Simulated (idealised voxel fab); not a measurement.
The process module presented herein is designated voxel fin reveal.
It is cross-section cut that appears here, measuring 180 nm in width, its square cells being 5 nm in size.
Reading order for cross-sections: top band down to bottom band. Underlying form: a grid of square cells. Band size: one or more rows of cells. Heights first: top, then bottom, in nm. Then materials, left to right, each with a width in nm. "all across" on a single material: fills the band edge to edge. "blank": empty space. Below 0: as-received wafer, all one material; heights counted from there. Lowest band: no bottom, goes on down, written "0 down". A width given as "30 to 40" starts at the first number in the band's top row and ends at the second number in its bottom row, shifting by an equal amount at every step from row to row. For the purposes of this document, the phrase "changes: none" attached to a step denotes that no cell within the cross-section was modified by that step. "Enclosed voids": sealed empty spaces, 8 cells or more, no open way to top, listed width x height at distance, with distance from the left edge and width, height and distance in nm. If you see something after the settings on a step's line, that's the simulator's own remark about that step. overlay nm: step with mask; distance mask lay right of planned place; negative value = left of planned place.
Steps planned for the process:
| 1 | RECEIVE [material Si] |
| 2 | CONFORMAL_DEP [material SiN] [thk nm 10] |
| 3 | DIRECTIONAL_DEP [material aC] [thk nm 15] |
| 4 | PATTERN [tone cover] [mask id FINS] [material resist] [width nm 15] [pitch nm 40] [thk nm 35] [overlay nm 0] |
| 5 | DIRECTIONAL_ETCH [etch materials aC] [depth nm 15] |
| 6 | STRIP [etch materials resist] |
| 7 | DIRECTIONAL_ETCH [etch materials SiN] [depth nm 10] |
| 8 | DIRECTIONAL_ETCH [etch materials Si] [depth nm 35] |
| 9 | STRIP [etch materials aC] |
| 10 | FILL_DEP [material SiO2] [thk nm 10] |
| 11 | CMP [height nm 10] |
| 12 | SELECTIVE_ETCH [etch materials SiO2] [depth nm 20] |
| 13 | STRIP [etch materials SiN] |
Account of the first of two wafers, which was processed as intended:
Step 1 complete: cross-section of the wafer as received:
- 0 down: Si all across
- Enclosed voids: none
How the wafer stands in section after step 2:
- 10 to 0: SiN all across
- Under 0: no change, same as before.
How the wafer stands in section after step 3:
- 25 to 10: aC all across
- Under 10: no change, same as before.
How the wafer stands in section after step 4:
- 60 to 25: blank: 40 | resist: 15 | blank: 25 | resist: 15 | blank: 25 | resist: 15 | blank: 45
- Under 25: no change, same as before.
How the wafer stands in section after step 5:
- 45 to 25: blank: 40 | resist: 15 | blank: 25 | resist: 15 | blank: 25 | resist: 15 | blank: 45
- 25 to 10: blank: 40 | aC: 15 | blank: 25 | aC: 15 | blank: 25 | aC: 15 | blank: 45
- Under 10: no change, same as before.
How the wafer stands in section after step 6:
- 25 to 10: blank: 40 | aC: 15 | blank: 25 | aC: 15 | blank: 25 | aC: 15 | blank: 45
- Under 10: no change, same as before.
How the wafer stands in section after step 7:
- 25 to 10: blank: 40 | aC: 15 | blank: 25 | aC: 15 | blank: 25 | aC: 15 | blank: 45
- 10 to 0: blank: 40 | SiN: 15 | blank: 25 | SiN: 15 | blank: 25 | SiN: 15 | blank: 45
- Under 0: no change, same as before.
How the wafer stands in section after step 8:
- 25 to 10: blank: 40 | aC: 15 | blank: 25 | aC: 15 | blank: 25 | aC: 15 | blank: 45
- 10 to 0: blank: 40 | SiN: 15 | blank: 25 | SiN: 15 | blank: 25 | SiN: 15 | blank: 45
- 0 to -35: blank: 40 | Si: 15 | blank: 25 | Si: 15 | blank: 25 | Si: 15 | blank: 45
- Under -35: no change, same as before.
How the wafer stands in section after step 9:
- 10 to 0: blank: 40 | SiN: 15 | blank: 25 | SiN: 15 | blank: 25 | SiN: 15 | blank: 45
- Under 0: no change, same as before.
How the wafer stands in section after step 10:
- 20 to 10: SiO2 all across
- 10 to 0: SiO2: 40 | SiN: 15 | SiO2: 25 | SiN: 15 | SiO2: 25 | SiN: 15 | SiO2: 45
- 0 to -35: SiO2: 40 | Si: 15 | SiO2: 25 | Si: 15 | SiO2: 25 | Si: 15 | SiO2: 45
- Under -35: no change, same as before.
How the wafer stands in section after step 11:
- 10 to 0: SiO2: 40 | SiN: 15 | SiO2: 25 | SiN: 15 | SiO2: 25 | SiN: 15 | SiO2: 45
- Under 0: no change, same as before.
How the wafer stands in section after step 12:
- 10 to 0: blank: 40 | SiN: 15 | blank: 25 | SiN: 15 | blank: 25 | SiN: 15 | blank: 45
- 0 to -10: blank: 40 | Si: 15 | blank: 25 | Si: 15 | blank: 25 | Si: 15 | blank: 45
- Under -10: no change, same as before.
How the wafer stands in section after step 13:
- 0 to -10: blank: 40 | Si: 15 | blank: 25 | Si: 15 | blank: 25 | Si: 15 | blank: 45
- Under -10: no change, same as before.
It is to be noted that the second wafer proceeded from the same initial state and according to the same plan as the first, although one mistake was committed in its execution; through step 3, inclusive, the two wafers share an identical history:
Cross-sectional representation of the second wafer at the time designated in the plan for the completion of step 4:
- 60 to 25: resist: 40 | blank: 15 | resist: 25 | blank: 15 | resist: 25 | blank: 15 | resist: 45
- Under 25: no change, same as before.
Cross-sectional representation of the second wafer at the time designated in the plan for the completion of step 5:
- 45 to 25: resist: 40 | blank: 15 | resist: 25 | blank: 15 | resist: 25 | blank: 15 | resist: 45
- 25 to 10: aC: 40 | blank: 15 | aC: 25 | blank: 15 | aC: 25 | blank: 15 | aC: 45
- Under 10: no change, same as before.
Cross-sectional representation of the second wafer at the time designated in the plan for the completion of step 6:
- 25 to 10: aC: 40 | blank: 15 | aC: 25 | blank: 15 | aC: 25 | blank: 15 | aC: 45
- Under 10: no change, same as before.
Cross-sectional representation of the second wafer at the time designated in the plan for the completion of step 7:
- 25 to 10: aC: 40 | blank: 15 | aC: 25 | blank: 15 | aC: 25 | blank: 15 | aC: 45
- 10 to 0: SiN: 40 | blank: 15 | SiN: 25 | blank: 15 | SiN: 25 | blank: 15 | SiN: 45
- Under 0: no change, same as before.
Cross-sectional representation of the second wafer at the time designated in the plan for the completion of step 8:
- 25 to 10: aC: 40 | blank: 15 | aC: 25 | blank: 15 | aC: 25 | blank: 15 | aC: 45
- 10 to 0: SiN: 40 | blank: 15 | SiN: 25 | blank: 15 | SiN: 25 | blank: 15 | SiN: 45
- 0 to -35: Si: 40 | blank: 15 | Si: 25 | blank: 15 | Si: 25 | blank: 15 | Si: 45
- Under -35: no change, same as before.
Cross-sectional representation of the second wafer at the time designated in the plan for the completion of step 9:
- 10 to 0: SiN: 40 | blank: 15 | SiN: 25 | blank: 15 | SiN: 25 | blank: 15 | SiN: 45
- Under 0: no change, same as before.
Cross-sectional representation of the second wafer at the time designated in the plan for the completion of step 10:
- 20 to 10: SiO2 all across
- 10 to 0: SiN: 40 | SiO2: 15 | SiN: 25 | SiO2: 15 | SiN: 25 | SiO2: 15 | SiN: 45
- 0 to -35: Si: 40 | SiO2: 15 | Si: 25 | SiO2: 15 | Si: 25 | SiO2: 15 | Si: 45
- Under -35: no change, same as before.
Cross-sectional representation of the second wafer at the time designated in the plan for the completion of step 11:
- 10 to 0: SiN: 40 | SiO2: 15 | SiN: 25 | SiO2: 15 | SiN: 25 | SiO2: 15 | SiN: 45
- Under 0: no change, same as before.
Cross-sectional representation of the second wafer at the time designated in the plan for the completion of step 12:
- 10 to 0: SiN: 40 | blank: 15 | SiN: 25 | blank: 15 | SiN: 25 | blank: 15 | SiN: 45
- 0 to -10: Si: 40 | blank: 15 | Si: 25 | blank: 15 | Si: 25 | blank: 15 | Si: 45
- Under -10: no change, same as before.
Cross-sectional representation of the second wafer at the time designated in the plan for the completion of step 13:
- 0 to -10: Si: 40 | blank: 15 | Si: 25 | blank: 15 | Si: 25 | blank: 15 | Si: 45
- Under -10: no change, same as before.
What was done differently from what was planned? step 4 was not run as planned; what actually ran was PATTERN [tone open] [mask id FINS] [material resist] [width nm 15] [pitch nm 40] [thk nm 35] [overlay nm 0]
Final tally in cells, some materials are higher or lower on the second wafer than on the first: 126 more of Si, 90 fewer of SiO2
